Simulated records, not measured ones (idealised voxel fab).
process module | voxel ribs on slabs
cross-section cut | 155 nm wide | cells 5 nm
A cross-section is a grid of square cells, given in bands from the top down. A band is one or more rows of cells.
Each band's line starts with the height of the band's top and of its bottom, in nm. Then come its materials from left to right, each with its width in nm. One material with "throughout" fills the band from edge to edge. "air" is empty space.
Height 0 is the level under which the wafer as received is all one material. The lowest band goes on downwards, as in "0 down".
A width such as "30 to 40" changes by the same amount from each row of cells to the next, from the band's top row to its bottom row.
"no change" after a step means that no cell of the cross-section changed.
closed voids: empty space of 8 cells or more with no open way to the top, each as width x height at its distance from the left edge, in nm
after a step's settings: what the simulator itself notes on the step
overlay nm, on a step with a mask: how far to the right of its planned place the mask lay; to the left if negative
plan
1 op RECEIVE | material Si
2 op DIRECTIONAL_DEP | material SiO2 | thk nm 30
3 op DIRECTIONAL_DEP | material polySi | thk nm 20
4 op PATTERN | tone cover | mask id RIB | material resist | width nm 15 | thk nm 15 | overlay nm 0
5 op DIRECTIONAL_ETCH | etch materials polySi | depth nm 10
6 op STRIP | etch materials resist
7 op DIRECTIONAL_DEP | material aC | thk nm 15
8 op PATTERN | tone cover | mask id SLAB | material resist | width nm 75 | thk nm 35 | overlay nm 0
9 op DIRECTIONAL_ETCH | etch materials aC | depth nm 15
10 op STRIP | etch materials resist
11 op DIRECTIONAL_ETCH | etch materials polySi | depth nm 10
12 op STRIP | etch materials aC
13 op FILL_DEP | material SiO2 | thk nm 25
14 op CMP | height nm 65
15 op DIRECTIONAL_DEP | material W | thk nm 10
16 op PATTERN | tone cover | mask id HEATER | material resist | width nm 25 | thk nm 15 | overlay nm 0
17 op DIRECTIONAL_ETCH | etch materials W | depth nm 10
18 op STRIP | etch materials resist
19 op CONFORMAL_DEP | material SiO2 | thk nm 5
as received, after step 1
  0 down: Si throughout
  closed voids: none
a wafer at the end: this start, this plan, one mistake
  80 to 75: air 60 | SiO2 35 | air 60
  75 to 70: air 60 | SiO2 5 | W 25 | SiO2 5 | air 60
  70 to 65: SiO2 65 | W 25 | SiO2 65
  65 to 50: SiO2 throughout
  50 to 40: SiO2 70 | polySi 15 | SiO2 70
  40 to 30: SiO2 45 | polySi 75 | SiO2 35
  30 to 0: SiO2 throughout
  0 down: Si throughout
  closed voids: none
what went wrong: step 8 ran as: op PATTERN | tone cover | mask id SLAB | material resist | width nm 75 | thk nm 35 | overlay nm 5
